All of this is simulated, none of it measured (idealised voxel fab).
Module name: voxel self aligned contacts (process module)
Square cells of 5 nm make up the cross-section cut, whose width is 300 nm.
Just so we're on the same page, the cross-sections are grids of square cells, and they're listed out in bands top to bottom, each band one or more rows deep. Look at the band entry: it leads with the top's height and the bottom's height in nm. Then it lists the materials left to right, with a width in nm for each. The word "all across" on a single material says that material fills the band edge to edge. The word "air" is empty space. We count height from 0. Below that, the starting wafer is all one material. The lowest band never ends at the bottom but goes on down; see "top 0, no bottom" for how that is written. Per-row width for "30 to 40": begins at first number (top row of band), ends at second number (bottom row), increment between rows held constant. The cross-section has no changed cell in any step marked "same as before". This entry, "Sealed cavities", enumerates those empty regions of no fewer than 8 cells that possess no open connection to the top. Each region is reported in the form width x height at distance, the distance being taken from the left edge, with all three quantities expressed in nm. Post-settings text on a step line: simulator's own remark regarding the step. If you see "overlay nm" on a step's line and that step has a mask, it's telling you how far right of where it was planned the mask ended up; a negative number means it went left instead.

Set out below are the planned steps of the process:
1 RECEIVE: material Si
2 CONFORMAL_DEP: material SiO2, thk nm 5
3 DIRECTIONAL_DEP: material polySi, thk nm 25
4 DIRECTIONAL_DEP: material SiN, thk nm 20
5 DIRECTIONAL_DEP: material aC, thk nm 10
6 PATTERN: tone cover, mask id GATE, material resist, width nm 25, pitch nm 55, thk nm 30, overlay nm 0
7 DIRECTIONAL_ETCH: etch materials aC, depth nm 10
8 STRIP: etch materials resist
9 DIRECTIONAL_ETCH: etch materials SiN, depth nm 20
10 DIRECTIONAL_ETCH: etch materials polySi, depth nm 25
11 STRIP: etch materials aC
12 CONFORMAL_DEP: material SiN, thk nm 5
13 DIRECTIONAL_ETCH: etch materials SiN, depth nm 5
14 FILL_DEP: material SiO2, thk nm 10
15 CMP: height nm 55
16 MASKED_ETCH: tone open, mask id CONTACT, width nm 40, pitch nm 55, etch materials SiO2, depth nm 55, overlay nm 0
17 CONFORMAL_DEP: material TiN, thk nm 5
18 FILL_DEP: material W, thk nm 5
19 CMP: height nm 55
20 CONFORMAL_DEP: material SiCN, thk nm 5

As-received wafer cross-section (after step 1):
    top 0, no bottom | Si all across
    Sealed cavities: none

First wafer of two, sectioned at end of module; run went per plan:
    top 60, bottom 55 | SiCN all across
    top 55, bottom 50 | 100 SiO2, 15 TiN, 10 W, 15 TiN, 15 SiO2, 15 TiN, 10 W, 15 TiN, 105 SiO2
    top 50, bottom 30 | 75 SiO2, 35 SiN, 5 TiN, 10 W, 5 TiN, 35 SiN, 5 TiN, 10 W, 5 TiN, 35 SiN, 80 SiO2
    top 30, bottom 5 | 75 SiO2, 5 SiN, 25 polySi, 5 SiN, 5 TiN, 10 W, 5 TiN, 5 SiN, 25 polySi, 5 SiN, 5 TiN, 10 W, 5 TiN, 5 SiN, 25 polySi, 5 SiN, 80 SiO2
    top 5, bottom 0 | 110 SiO2, 20 TiN, 35 SiO2, 20 TiN, 115 SiO2
    top 0, no bottom | Si all across
    Sealed cavities: none

Here's the second of our two wafers sectioned at module end. Same start as the first, same plan, but one mistake got made running it:
    top 60, bottom 55 | SiCN all across
    top 55, bottom 50 | TiN all across
    top 50, bottom 30 | SiN all across
    top 30, bottom 5 | polySi all across
    top 5, bottom 0 | SiO2 all across
    top 0, no bottom | Si all across
    Sealed cavities: none
Nonconformance to the process plan: step 5 ran with different settings than intended, the actual operation and settings being DIRECTIONAL_DEP: material TiN, thk nm 10
Once processing is complete, comparing cell counts shows that the second wafer has more or fewer of certain materials than the first: SiN: 126 more | SiO2: 315 fewer | TiN: 4 more | W: 40 fewer | polySi: 225 more
